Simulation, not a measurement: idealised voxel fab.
process module | voxel capacitor over wiring
cross-section cut | 255 nm wide | cells 5 nm
A cross-section is a grid of square cells, given in bands from the top down. A band is one or more rows of cells.
Each band's line starts with the height of the band's top and of its bottom, in nm. Then come its materials from left to right, each with its width in nm. One material with "throughout" fills the band from edge to edge. "air" is empty space.
Height 0 is the level under which the wafer as received is all one material. The lowest band goes on downwards, as in "0 down".
A width such as "30 to 40" changes by the same amount from each row of cells to the next, from the band's top row to its bottom row.
"no change" after a step means that no cell of the cross-section changed.
closed voids: empty space of 8 cells or more with no open way to the top, each as width x height at its distance from the left edge, in nm
after a step's settings: what the simulator itself notes on the step
overlay nm, on a step with a mask: how far to the right of its planned place the mask lay; to the left if negative
plan
1 op RECEIVE | material Si
2 op CONFORMAL_DEP | material SiO2 | thk nm 15
3 op CONFORMAL_DEP | material SiN | thk nm 5
4 op DIRECTIONAL_DEP | material lowk | thk nm 25
5 op DIRECTIONAL_DEP | material aC | thk nm 10
6 op PATTERN | tone open | mask id METAL_1 | material resist | width nm 25 | pitch nm 95 | thk nm 25 | overlay nm 0
7 op DIRECTIONAL_ETCH | etch materials aC | depth nm 10
8 op STRIP | etch materials resist
9 op DIRECTIONAL_ETCH | etch materials lowk | depth nm 25
10 op DIRECTIONAL_ETCH | etch materials SiN | depth nm 5
11 op STRIP | etch materials aC
12 op CONFORMAL_DEP | material TiN | thk nm 5
13 op FILL_DEP | material Cu | thk nm 10
14 op CMP | height nm 45
15 op CONFORMAL_DEP | material SiCN | thk nm 5
16 op DIRECTIONAL_DEP | material SiO2 | thk nm 10
17 op PATTERN | tone open | mask id PLUG_1 | material resist | width nm 15 | thk nm 15 | overlay nm 0
18 op DIRECTIONAL_ETCH | etch materials SiO2 | depth nm 10
19 op DIRECTIONAL_ETCH | etch materials SiCN | depth nm 5
20 op STRIP | etch materials resist
21 op CONFORMAL_DEP | material TiN | thk nm 5
22 op FILL_DEP | material W | thk nm 10
23 op CMP | height nm 60
24 op DIRECTIONAL_DEP | material TiN | thk nm 10
25 op DIRECTIONAL_DEP | material SiN | thk nm 5
26 op DIRECTIONAL_DEP | material TiN | thk nm 10
27 op DIRECTIONAL_DEP | material aC | thk nm 10
28 op PATTERN | tone cover | mask id UPPER_PLATE | material resist | width nm 75 | thk nm 25 | overlay nm 0
29 op DIRECTIONAL_ETCH | etch materials aC | depth nm 10
30 op STRIP | etch materials resist
31 op DIRECTIONAL_ETCH | etch materials TiN | depth nm 10
32 op DIRECTIONAL_ETCH | etch materials SiN | depth nm 5
33 op STRIP | etch materials aC
34 op DIRECTIONAL_DEP | material aC | thk nm 15
35 op PATTERN | tone cover | mask id LOWER_PLATE | material resist | width nm 85 | thk nm 30 | overlay nm 0
36 op DIRECTIONAL_ETCH | etch materials aC | depth nm 15
37 op STRIP | etch materials resist
38 op DIRECTIONAL_ETCH | etch materials TiN | depth nm 10
39 op STRIP | etch materials aC
40 op FILL_DEP | material SiO2 | thk nm 15
41 op CMP | height nm 95
42 op DIRECTIONAL_DEP | material aC | thk nm 10
43 op PATTERN | tone open | mask id PLUG_2 | material resist | width nm 15 | thk nm 25 | overlay nm 0
44 op DIRECTIONAL_ETCH | etch materials aC | depth nm 10
45 op STRIP | etch materials resist
46 op DIRECTIONAL_ETCH | etch materials SiO2 | depth nm 10
47 op STRIP | etch materials aC
48 op CONFORMAL_DEP | material TiN | thk nm 5
49 op FILL_DEP | material Cu | thk nm 5
50 op CMP | height nm 95
51 op CONFORMAL_DEP | material SiN | thk nm 5
first wafer, as planned
as received, after step 1
  0 down: Si throughout
  closed voids: none
after step 2
  15 to 0: SiO2 throughout
  below 0: unchanged
after step 3
  20 to 15: SiN throughout
  below 15: unchanged
after step 4
  45 to 20: lowk throughout
  below 20: unchanged
after step 5
  55 to 45: aC throughout
  below 45: unchanged
after step 6
  80 to 55: resist 65 | air 25 | resist 70 | air 25 | resist 70
  below 55: unchanged
after step 7
  70 to 55: resist 65 | air 25 | resist 70 | air 25 | resist 70
  55 to 45: aC 65 | air 25 | aC 70 | air 25 | aC 70
  below 45: unchanged
after step 8
  55 to 45: aC 65 | air 25 | aC 70 | air 25 | aC 70
  below 45: unchanged
after step 9
  55 to 45: aC 65 | air 25 | aC 70 | air 25 | aC 70
  45 to 20: lowk 65 | air 25 | lowk 70 | air 25 | lowk 70
  below 20: unchanged
after step 10
  55 to 45: aC 65 | air 25 | aC 70 | air 25 | aC 70
  45 to 20: lowk 65 | air 25 | lowk 70 | air 25 | lowk 70
  20 to 15: SiN 65 | air 25 | SiN 70 | air 25 | SiN 70
  below 15: unchanged
after step 11
  45 to 20: lowk 65 | air 25 | lowk 70 | air 25 | lowk 70
  below 20: unchanged
after step 12
  50 to 45: TiN 70 | air 15 | TiN 80 | air 15 | TiN 75
  45 to 20: lowk 65 | TiN 5 | air 15 | TiN 5 | lowk 70 | TiN 5 | air 15 | TiN 5 | lowk 70
  20 to 15: SiN 65 | TiN 25 | SiN 70 | TiN 25 | SiN 70
  below 15: unchanged
after step 13
  60 to 50: Cu throughout
  50 to 45: TiN 70 | Cu 15 | TiN 80 | Cu 15 | TiN 75
  45 to 20: lowk 65 | TiN 5 | Cu 15 | TiN 5 | lowk 70 | TiN 5 | Cu 15 | TiN 5 | lowk 70
  below 20: unchanged
after step 14
  45 to 20: lowk 65 | TiN 5 | Cu 15 | TiN 5 | lowk 70 | TiN 5 | Cu 15 | TiN 5 | lowk 70
  below 20: unchanged
after step 15
  50 to 45: SiCN throughout
  below 45: unchanged
after step 16
  60 to 50: SiO2 throughout
  below 50: unchanged
after step 17
  75 to 60: resist 75 | air 15 | resist 165
  below 60: unchanged
after step 18
  75 to 60: resist 75 | air 15 | resist 165
  60 to 50: SiO2 75 | air 15 | SiO2 165
  below 50: unchanged
after step 19
  75 to 60: resist 75 | air 15 | resist 165
  60 to 50: SiO2 75 | air 15 | SiO2 165
  50 to 45: SiCN 75 | air 15 | SiCN 165
  below 45: unchanged
after step 20
  60 to 50: SiO2 75 | air 15 | SiO2 165
  below 50: unchanged
after step 21
  65 to 60: TiN 80 | air 5 | TiN 170
  60 to 50: SiO2 75 | TiN 5 | air 5 | TiN 5 | SiO2 165
  50 to 45: SiCN 75 | TiN 15 | SiCN 165
  below 45: unchanged
after step 22
  75 to 65: W throughout
  65 to 60: TiN 80 | W 5 | TiN 170
  60 to 50: SiO2 75 | TiN 5 | W 5 | TiN 5 | SiO2 165
  below 50: unchanged
after step 23
  60 to 50: SiO2 75 | TiN 5 | W 5 | TiN 5 | SiO2 165
  below 50: unchanged
after step 24
  70 to 60: TiN throughout
  below 60: unchanged
after step 25
  75 to 70: SiN throughout
  below 70: unchanged
after step 26
  85 to 75: TiN throughout
  below 75: unchanged
after step 27
  95 to 85: aC throughout
  below 85: unchanged
after step 28
  120 to 95: air 75 | resist 75 | air 105
  below 95: unchanged
after step 29
  110 to 95: air 75 | resist 75 | air 105
  95 to 85: air 75 | aC 75 | air 105
  below 85: unchanged
after step 30
  95 to 85: air 75 | aC 75 | air 105
  below 85: unchanged
after step 31
  95 to 85: air 75 | aC 75 | air 105
  85 to 75: air 75 | TiN 75 | air 105
  below 75: unchanged
after step 32
  95 to 85: air 75 | aC 75 | air 105
  85 to 75: air 75 | TiN 75 | air 105
  75 to 70: air 75 | SiN 75 | air 105
  below 70: unchanged
after step 33
  85 to 75: air 75 | TiN 75 | air 105
  below 75: unchanged
after step 34
  100 to 85: air 75 | aC 75 | air 105
  85 to 75: aC 75 | TiN 75 | aC 105
  75 to 70: aC 75 | SiN 75 | aC 105
  below 70: unchanged
after step 35
  130 to 100: air 70 | resist 85 | air 100
  100 to 85: air 70 | resist 5 | aC 75 | resist 5 | air 100
  below 85: unchanged
after step 36
  115 to 100: air 70 | resist 85 | air 100
  100 to 85: air 70 | resist 5 | aC 75 | resist 5 | air 100
  85 to 75: air 70 | aC 5 | TiN 75 | aC 5 | air 100
  75 to 70: air 70 | aC 5 | SiN 75 | aC 5 | air 100
  below 70: unchanged
after step 37
  100 to 85: air 75 | aC 75 | air 105
  below 85: unchanged
after step 38
  100 to 85: air 75 | aC 75 | air 105
  85 to 75: air 70 | aC 5 | TiN 75 | aC 5 | air 100
  75 to 70: air 70 | aC 5 | SiN 75 | aC 5 | air 100
  70 to 60: air 70 | TiN 85 | air 100
  below 60: unchanged
after step 39
  85 to 75: air 75 | TiN 75 | air 105
  75 to 70: air 75 | SiN 75 | air 105
  below 70: unchanged
after step 40
  100 to 85: SiO2 throughout
  85 to 75: SiO2 75 | TiN 75 | SiO2 105
  75 to 70: SiO2 75 | SiN 75 | SiO2 105
  70 to 60: SiO2 70 | TiN 85 | SiO2 100
  below 60: unchanged
after step 41
  95 to 85: SiO2 throughout
  below 85: unchanged
after step 42
  105 to 95: aC throughout
  below 95: unchanged
after step 43
  130 to 105: resist 85 | air 15 | resist 155
  below 105: unchanged
after step 44
  120 to 105: resist 85 | air 15 | resist 155
  105 to 95: aC 85 | air 15 | aC 155
  below 95: unchanged
after step 45
  105 to 95: aC 85 | air 15 | aC 155
  below 95: unchanged
after step 46
  105 to 95: aC 85 | air 15 | aC 155
  95 to 85: SiO2 85 | air 15 | SiO2 155
  below 85: unchanged
after step 47
  95 to 85: SiO2 85 | air 15 | SiO2 155
  below 85: unchanged
after step 48
  100 to 95: TiN 90 | air 5 | TiN 160
  95 to 90: SiO2 85 | TiN 5 | air 5 | TiN 5 | SiO2 155
  90 to 85: SiO2 85 | TiN 15 | SiO2 155
  below 85: unchanged
after step 49
  105 to 100: Cu throughout
  100 to 95: TiN 90 | Cu 5 | TiN 160
  95 to 90: SiO2 85 | TiN 5 | Cu 5 | TiN 5 | SiO2 155
  below 90: unchanged
after step 50
  95 to 90: SiO2 85 | TiN 5 | Cu 5 | TiN 5 | SiO2 155
  below 90: unchanged
after step 51
  100 to 95: SiN throughout
  below 95: unchanged
second wafer: like start, like plan, one mistake. Through step 3 it matches the first wafer
when step 4 should have ended
  45 to 20: SiO2 throughout
  below 20: unchanged
when step 5 should have ended
  55 to 45: aC throughout
  below 45: unchanged
when step 6 should have ended
  80 to 55: resist 65 | air 25 | resist 70 | air 25 | resist 70
  below 55: unchanged
when step 7 should have ended
  70 to 55: resist 65 | air 25 | resist 70 | air 25 | resist 70
  55 to 45: aC 65 | air 25 | aC 70 | air 25 | aC 70
  below 45: unchanged
when step 8 should have ended
  55 to 45: aC 65 | air 25 | aC 70 | air 25 | aC 70
  below 45: unchanged
when step 9 should have ended: no change
when step 10 should have ended: no change
when step 11 should have ended
  45 to 20: SiO2 throughout
  below 20: unchanged
when step 12 should have ended
  50 to 45: TiN throughout
  below 45: unchanged
when step 13 should have ended
  60 to 50: Cu throughout
  below 50: unchanged
when step 14 should have ended
  45 to 20: SiO2 throughout
  below 20: unchanged
when step 15 should have ended
  50 to 45: SiCN throughout
  below 45: unchanged
when step 16 should have ended
  60 to 50: SiO2 throughout
  below 50: unchanged
when step 17 should have ended
  75 to 60: resist 75 | air 15 | resist 165
  below 60: unchanged
when step 18 should have ended
  75 to 60: resist 75 | air 15 | resist 165
  60 to 50: SiO2 75 | air 15 | SiO2 165
  below 50: unchanged
when step 19 should have ended
  75 to 60: resist 75 | air 15 | resist 165
  60 to 50: SiO2 75 | air 15 | SiO2 165
  50 to 45: SiCN 75 | air 15 | SiCN 165
  below 45: unchanged
when step 20 should have ended
  60 to 50: SiO2 75 | air 15 | SiO2 165
  below 50: unchanged
when step 21 should have ended
  65 to 60: TiN 80 | air 5 | TiN 170
  60 to 50: SiO2 75 | TiN 5 | air 5 | TiN 5 | SiO2 165
  50 to 45: SiCN 75 | TiN 15 | SiCN 165
  below 45: unchanged
when step 22 should have ended
  75 to 65: W throughout
  65 to 60: TiN 80 | W 5 | TiN 170
  60 to 50: SiO2 75 | TiN 5 | W 5 | TiN 5 | SiO2 165
  below 50: unchanged
when step 23 should have ended
  60 to 50: SiO2 75 | TiN 5 | W 5 | TiN 5 | SiO2 165
  below 50: unchanged
when step 24 should have ended
  70 to 60: TiN throughout
  below 60: unchanged
when step 25 should have ended
  75 to 70: SiN throughout
  below 70: unchanged
when step 26 should have ended
  85 to 75: TiN throughout
  below 75: unchanged
when step 27 should have ended
  95 to 85: aC throughout
  below 85: unchanged
when step 28 should have ended
  120 to 95: air 75 | resist 75 | air 105
  below 95: unchanged
when step 29 should have ended
  110 to 95: air 75 | resist 75 | air 105
  95 to 85: air 75 | aC 75 | air 105
  below 85: unchanged
when step 30 should have ended
  95 to 85: air 75 | aC 75 | air 105
  below 85: unchanged
when step 31 should have ended
  95 to 85: air 75 | aC 75 | air 105
  85 to 75: air 75 | TiN 75 | air 105
  below 75: unchanged
when step 32 should have ended
  95 to 85: air 75 | aC 75 | air 105
  85 to 75: air 75 | TiN 75 | air 105
  75 to 70: air 75 | SiN 75 | air 105
  below 70: unchanged
when step 33 should have ended
  85 to 75: air 75 | TiN 75 | air 105
  below 75: unchanged
when step 34 should have ended
  100 to 85: air 75 | aC 75 | air 105
  85 to 75: aC 75 | TiN 75 | aC 105
  75 to 70: aC 75 | SiN 75 | aC 105
  below 70: unchanged
when step 35 should have ended
  130 to 100: air 70 | resist 85 | air 100
  100 to 85: air 70 | resist 5 | aC 75 | resist 5 | air 100
  below 85: unchanged
when step 36 should have ended
  115 to 100: air 70 | resist 85 | air 100
  100 to 85: air 70 | resist 5 | aC 75 | resist 5 | air 100
  85 to 75: air 70 | aC 5 | TiN 75 | aC 5 | air 100
  75 to 70: air 70 | aC 5 | SiN 75 | aC 5 | air 100
  below 70: unchanged
when step 37 should have ended
  100 to 85: air 75 | aC 75 | air 105
  below 85: unchanged
when step 38 should have ended
  100 to 85: air 75 | aC 75 | air 105
  85 to 75: air 70 | aC 5 | TiN 75 | aC 5 | air 100
  75 to 70: air 70 | aC 5 | SiN 75 | aC 5 | air 100
  70 to 60: air 70 | TiN 85 | air 100
  below 60: unchanged
when step 39 should have ended
  85 to 75: air 75 | TiN 75 | air 105
  75 to 70: air 75 | SiN 75 | air 105
  below 70: unchanged
when step 40 should have ended
  100 to 85: SiO2 throughout
  85 to 75: SiO2 75 | TiN 75 | SiO2 105
  75 to 70: SiO2 75 | SiN 75 | SiO2 105
  70 to 60: SiO2 70 | TiN 85 | SiO2 100
  below 60: unchanged
when step 41 should have ended
  95 to 85: SiO2 throughout
  below 85: unchanged
when step 42 should have ended
  105 to 95: aC throughout
  below 95: unchanged
when step 43 should have ended
  130 to 105: resist 85 | air 15 | resist 155
  below 105: unchanged
when step 44 should have ended
  120 to 105: resist 85 | air 15 | resist 155
  105 to 95: aC 85 | air 15 | aC 155
  below 95: unchanged
when step 45 should have ended
  105 to 95: aC 85 | air 15 | aC 155
  below 95: unchanged
when step 46 should have ended
  105 to 95: aC 85 | air 15 | aC 155
  95 to 85: SiO2 85 | air 15 | SiO2 155
  below 85: unchanged
when step 47 should have ended
  95 to 85: SiO2 85 | air 15 | SiO2 155
  below 85: unchanged
when step 48 should have ended
  100 to 95: TiN 90 | air 5 | TiN 160
  95 to 90: SiO2 85 | TiN 5 | air 5 | TiN 5 | SiO2 155
  90 to 85: SiO2 85 | TiN 15 | SiO2 155
  below 85: unchanged
when step 49 should have ended
  105 to 100: Cu throughout
  100 to 95: TiN 90 | Cu 5 | TiN 160
  95 to 90: SiO2 85 | TiN 5 | Cu 5 | TiN 5 | SiO2 155
  below 90: unchanged
when step 50 should have ended
  95 to 90: SiO2 85 | TiN 5 | Cu 5 | TiN 5 | SiO2 155
  below 90: unchanged
when step 51 should have ended
  100 to 95: SiN throughout
  below 95: unchanged
what went wrong: step 4 ran as: op DIRECTIONAL_DEP | material SiO2 | thk nm 25
at the end the second wafer has, in cells: 30 fewer of Cu | 10 more of SiN | 255 more of SiO2 | 30 fewer of TiN | 205 fewer of lowk
